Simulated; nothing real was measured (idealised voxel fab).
A process module follows: voxel air gaps.
Cross-section cut spans 185 nm and uses square cells 5 nm in size.
Cross-section format: a grid of square cells, given as bands from top to bottom; each band is one or more rows of cells.
For a band, the entry starts with two heights in nm, that of the top and then that of the bottom, and carries on with the band's materials in order from left to right, each alongside its width in nm; the word "throughout" beside a single material means it fills the band edge to edge, and "blank" means empty space.
Measure heights from 0. That's the level where, below it, the as-received wafer is all one material. The lowest band is bottomless and extends downward; write it as in "0 and below".
When a width is written as two numbers, as in "30->40", the first number is the width in the top row of cells of the band and the second is the width in its bottom row, and the width changes by the same amount from each row to the next.
It should be understood that the words "no change", when stated for a given step, signify that the cross-section underwent no change in any of its cells during that step.
"Enclosed void entries" means: voids of 8 cells or more that are shut off from the top with no open way through. Written width x height at distance, distance from the left edge, in nm.
That trailing text on a step's line, after the settings, is the simulator's own remark on the step.
overlay nm: mask right of planned place by this much (step with mask). Neg. = left.
## This section lists the process steps that were planned
1: RECEIVE (material Si)
2: CONFORMAL_DEP (material SiO2; thk nm 10)
3: CONFORMAL_DEP (material SiN; thk nm 5)
4: DIRECTIONAL_DEP (material lowk; thk nm 40)
5: PATTERN (tone open; mask id LINES; material resist; width nm 15; pitch nm 40; thk nm 15; overlay nm 0)
6: DIRECTIONAL_ETCH (etch materials lowk; depth nm 40)
7: STRIP (etch materials resist)
8: CONFORMAL_DEP (material TiN; thk nm 5)
9: FILL_DEP (material Ru; thk nm 10)
10: CMP (height nm 55)
11: EPI (material Ru; thk nm 10)
12: SELECTIVE_ETCH (etch materials lowk; depth nm 50)
13: CONFORMAL_DEP (material SiCN; thk nm 5)
## First out of two wafers; run went to plan
## As received (post step 1): cross-section
0 and below  Si throughout
Enclosed void entries: none
## State of the wafer after step 2, shown in cross-section
10 down to 0  SiO2 throughout
All layers under 0 are left as they were.
## State of the wafer after step 3, shown in cross-section
15 down to 10  SiN throughout
All layers under 10 are left as they were.
## State of the wafer after step 4, shown in cross-section
55 down to 15  lowk throughout
All layers under 15 are left as they were.
## State of the wafer after step 5, shown in cross-section
70 down to 55  resist: 45  blank: 15  resist: 25  blank: 15  resist: 25  blank: 15  resist: 45
All layers under 55 are left as they were.
## State of the wafer after step 6, shown in cross-section
70 down to 55  resist: 45  blank: 15  resist: 25  blank: 15  resist: 25  blank: 15  resist: 45
55 down to 15  lowk: 45  blank: 15  lowk: 25  blank: 15  lowk: 25  blank: 15  lowk: 45
All layers under 15 are left as they were.
## State of the wafer after step 7, shown in cross-section
55 down to 15  lowk: 45  blank: 15  lowk: 25  blank: 15  lowk: 25  blank: 15  lowk: 45
All layers under 15 are left as they were.
## State of the wafer after step 8, shown in cross-section
60 down to 55  TiN: 50  blank: 5  TiN: 35  blank: 5  TiN: 35  blank: 5  TiN: 50
55 down to 20  lowk: 45  TiN: 5  blank: 5  TiN: 5  lowk: 25  TiN: 5  blank: 5  TiN: 5  lowk: 25  TiN: 5  blank: 5  TiN: 5  lowk: 45
20 down to 15  lowk: 45  TiN: 15  lowk: 25  TiN: 15  lowk: 25  TiN: 15  lowk: 45
All layers under 15 are left as they were.
## State of the wafer after step 9, shown in cross-section
70 down to 60  Ru throughout
60 down to 55  TiN: 50  Ru: 5  TiN: 35  Ru: 5  TiN: 35  Ru: 5  TiN: 50
55 down to 20  lowk: 45  TiN: 5  Ru: 5  TiN: 5  lowk: 25  TiN: 5  Ru: 5  TiN: 5  lowk: 25  TiN: 5  Ru: 5  TiN: 5  lowk: 45
All layers under 20 are left as they were.
## State of the wafer after step 10, shown in cross-section
55 down to 20  lowk: 45  TiN: 5  Ru: 5  TiN: 5  lowk: 25  TiN: 5  Ru: 5  TiN: 5  lowk: 25  TiN: 5  Ru: 5  TiN: 5  lowk: 45
All layers under 20 are left as they were.
## State of the wafer after step 11, shown in cross-section
65 down to 55  blank: 35  Ru: 35  blank: 5  Ru: 35  blank: 5  Ru: 35  blank: 35
All layers under 55 are left as they were.
## State of the wafer after step 12, shown in cross-section
65 down to 55  blank: 35  Ru: 35  blank: 5  Ru: 35  blank: 5  Ru: 35  blank: 35
55 down to 20  blank: 45  TiN: 5  Ru: 5  TiN: 5  blank: 25  TiN: 5  Ru: 5  TiN: 5  blank: 25  TiN: 5  Ru: 5  TiN: 5  blank: 45
20 down to 15  blank: 45  TiN: 15  blank: 25  TiN: 15  blank: 25  TiN: 15  blank: 45
All layers under 15 are left as they were.
## State of the wafer after step 13, shown in cross-section
70 down to 65  blank: 30  SiCN: 125  blank: 30
65 down to 55  blank: 30  SiCN: 5  Ru: 35  SiCN: 5  Ru: 35  SiCN: 5  Ru: 35  SiCN: 5  blank: 30
55 down to 50  blank: 30  SiCN: 15  TiN: 5  Ru: 5  TiN: 5  SiCN: 25  TiN: 5  Ru: 5  TiN: 5  SiCN: 25  TiN: 5  Ru: 5  TiN: 5  SiCN: 15  blank: 30
50 down to 20  blank: 40  SiCN: 5  TiN: 5  Ru: 5  TiN: 5  SiCN: 5  blank: 15  SiCN: 5  TiN: 5  Ru: 5  TiN: 5  SiCN: 5  blank: 15  SiCN: 5  TiN: 5  Ru: 5  TiN: 5  SiCN: 5  blank: 40
20 down to 15  SiCN: 45  TiN: 15  SiCN: 25  TiN: 15  SiCN: 25  TiN: 15  SiCN: 45
All layers under 15 are left as they were.
Enclosed void entries: 15 x 30 at 65; 15 x 30 at 105
## Regarding the second of the two wafers: it shared the first wafer's starting condition and process plan, yet one error occurred during its execution. Its history coincides with that of the first wafer up to and including step 4
## Cross-section, second wafer, at the end time the plan gives for step 5
70 down to 55  resist: 40  blank: 15  resist: 25  blank: 15  resist: 25  blank: 15  resist: 50
All layers under 55 are left as they were.
## Cross-section, second wafer, at the end time the plan gives for step 6
70 down to 55  resist: 40  blank: 15  resist: 25  blank: 15  resist: 25  blank: 15  resist: 50
55 down to 15  lowk: 40  blank: 15  lowk: 25  blank: 15  lowk: 25  blank: 15  lowk: 50
All layers under 15 are left as they were.
## Cross-section, second wafer, at the end time the plan gives for step 7
55 down to 15  lowk: 40  blank: 15  lowk: 25  blank: 15  lowk: 25  blank: 15  lowk: 50
All layers under 15 are left as they were.
## Cross-section, second wafer, at the end time the plan gives for step 8
60 down to 55  TiN: 45  blank: 5  TiN: 35  blank: 5  TiN: 35  blank: 5  TiN: 55
55 down to 20  lowk: 40  TiN: 5  blank: 5  TiN: 5  lowk: 25  TiN: 5  blank: 5  TiN: 5  lowk: 25  TiN: 5  blank: 5  TiN: 5  lowk: 50
20 down to 15  lowk: 40  TiN: 15  lowk: 25  TiN: 15  lowk: 25  TiN: 15  lowk: 50
All layers under 15 are left as they were.
## Cross-section, second wafer, at the end time the plan gives for step 9
70 down to 60  Ru throughout
60 down to 55  TiN: 45  Ru: 5  TiN: 35  Ru: 5  TiN: 35  Ru: 5  TiN: 55
55 down to 20  lowk: 40  TiN: 5  Ru: 5  TiN: 5  lowk: 25  TiN: 5  Ru: 5  TiN: 5  lowk: 25  TiN: 5  Ru: 5  TiN: 5  lowk: 50
All layers under 20 are left as they were.
## Cross-section, second wafer, at the end time the plan gives for step 10
55 down to 20  lowk: 40  TiN: 5  Ru: 5  TiN: 5  lowk: 25  TiN: 5  Ru: 5  TiN: 5  lowk: 25  TiN: 5  Ru: 5  TiN: 5  lowk: 50
All layers under 20 are left as they were.
## Cross-section, second wafer, at the end time the plan gives for step 11
65 down to 55  blank: 30  Ru: 35  blank: 5  Ru: 35  blank: 5  Ru: 35  blank: 40
All layers under 55 are left as they were.
## Cross-section, second wafer, at the end time the plan gives for step 12
65 down to 55  blank: 30  Ru: 35  blank: 5  Ru: 35  blank: 5  Ru: 35  blank: 40
55 down to 20  blank: 40  TiN: 5  Ru: 5  TiN: 5  blank: 25  TiN: 5  Ru: 5  TiN: 5  blank: 25  TiN: 5  Ru: 5  TiN: 5  blank: 50
20 down to 15  blank: 40  TiN: 15  blank: 25  TiN: 15  blank: 25  TiN: 15  blank: 50
All layers under 15 are left as they were.
## Cross-section, second wafer, at the end time the plan gives for step 13
70 down to 65  blank: 25  SiCN: 125  blank: 35
65 down to 55  blank: 25  SiCN: 5  Ru: 35  SiCN: 5  Ru: 35  SiCN: 5  Ru: 35  SiCN: 5  blank: 35
55 down to 50  blank: 25  SiCN: 15  TiN: 5  Ru: 5  TiN: 5  SiCN: 25  TiN: 5  Ru: 5  TiN: 5  SiCN: 25  TiN: 5  Ru: 5  TiN: 5  SiCN: 15  blank: 35
50 down to 20  blank: 35  SiCN: 5  TiN: 5  Ru: 5  TiN: 5  SiCN: 5  blank: 15  SiCN: 5  TiN: 5  Ru: 5  TiN: 5  SiCN: 5  blank: 15  SiCN: 5  TiN: 5  Ru: 5  TiN: 5  SiCN: 5  blank: 45
20 down to 15  SiCN: 40  TiN: 15  SiCN: 25  TiN: 15  SiCN: 25  TiN: 15  SiCN: 50
All layers under 15 are left as they were.
Enclosed void entries: 15 x 30 at 60; 15 x 30 at 100
What was the processing mistake? step 5 did not happen as planned, as run it was PATTERN (tone open; mask id LINES; material resist; width nm 15; pitch nm 40; thk nm 15; overlay nm -5)
Same inventory, different map: at the end, the second wafer holds as many cells of each material as the first, placed elsewhere.
